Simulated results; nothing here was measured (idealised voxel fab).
This is a process module. Its name is voxel self aligned contacts.
Section cut is 215 nm wide and gridded with 5 nm square cells.
How to read a cross-section here: the picture is a grid of square cells, written as bands going from the top down, and any band can span one or more rows of cells.
The entry gives the band's vertical extent as a top height and a bottom height in nm, then its horizontal make-up as materials from left to right, each with a width in nm. "blank" stands for empty space; a single material marked "everywhere" fills the band edge to edge.
Where do heights start? At 0: under that level the wafer as delivered is made of one material only. And the lowest band has no floor; it just carries on downward, as in "top 0, no bottom".
Width spec "30..40" -> top row of cells at first value, bottom row at second value, equal per-row change in between.
Step marked "identical to before"? Then no cell in the cross-section changed in it.
Basically, "Catalogued sealed voids" tells you about the enclosed voids: empty spaces with no open way to the top, 8 cells or bigger, each written width x height at distance, where distance is from the left edge, all in nm.
If you see something after the settings on a step's line, that's the simulator's own remark about that step.
overlay nm: right-of-plan distance of the mask on a masked step; negative values mean left-of-plan.
SO HERE'S THE LINEUP OF PROCESS STEPS WE PLANNED
1 op RECEIVE | material Si
2 op OXIDIZE | depth nm 5
3 op DIRECTIONAL_DEP | material polySi | thk nm 20
4 op DIRECTIONAL_DEP | material SiN | thk nm 20
5 op MASKED_ETCH | tone cover | mask id GATE | width nm 30 | pitch nm 55 | etch materials SiN | depth nm 20 | overlay nm -15
6 op MASKED_ETCH | tone cover | mask id GATE | width nm 30 | pitch nm 55 | etch materials polySi | depth nm 20 | overlay nm 0
7 op CONFORMAL_DEP | material SiN | thk nm 5
8 op DIRECTIONAL_ETCH | etch materials SiN | depth nm 5
9 op FILL_DEP | material SiO2 | thk nm 15
10 op CMP | height nm 50
11 op MASKED_ETCH | tone open | mask id CONTACT | width nm 35 | etch materials SiO2 | depth nm 55 | overlay nm 0
12 op CONFORMAL_DEP | material TiN | thk nm 5
13 op FILL_DEP | material Ru | thk nm 10
14 op CMP | height nm 50
15 op CONFORMAL_DEP | material SiCN | thk nm 5
For this document, wafers share an identical start and vary in the step 5 overlay nm; the plan quotes the first wafer's value.
THE AS-RECEIVED CROSS-SECTION OF THE FIRST OF SEVERAL WAFERS CORRESPONDS TO THE STATE AFTER STEP 1
	top 0, no bottom: Si everywhere
	Catalogued sealed voids: none
PER WAFER, END OF MODULE: CELLS GAINED (+) OR LOST (-) PER MATERIAL SINCE RECEIPT, THEN CLOSED VOIDS
overlay nm -15; +5 Ru; -43 Si; +43 SiCN; +80 SiN; +299 SiO2; +17 TiN; +72 polySi; Catalogued sealed voids: none
overlay nm -10; +9 Ru; -43 Si; +43 SiCN; +80 SiN; +298 SiO2; +22 TiN; +64 polySi; Catalogued sealed voids: none
overlay nm -5; +9 Ru; -43 Si; +43 SiCN; +80 SiN; +301 SiO2; +27 TiN; +56 polySi; Catalogued sealed voids: none
overlay nm 0; +14 Ru; -43 Si; +43 SiCN; +80 SiN; +304 SiO2; +27 TiN; +48 polySi; Catalogued sealed voids: none
overlay nm 5; +9 Ru; -43 Si; +43 SiCN; +80 SiN; +301 SiO2; +27 TiN; +56 polySi; Catalogued sealed voids: none
overlay nm 10; +9 Ru; -43 Si; +43 SiCN; +80 SiN; +298 SiO2; +22 TiN; +64 polySi; Catalogued sealed voids: none
overlay nm 15; +5 Ru; -43 Si; +43 SiCN; +80 SiN; +299 SiO2; +17 TiN; +72 polySi; Catalogued sealed voids: none
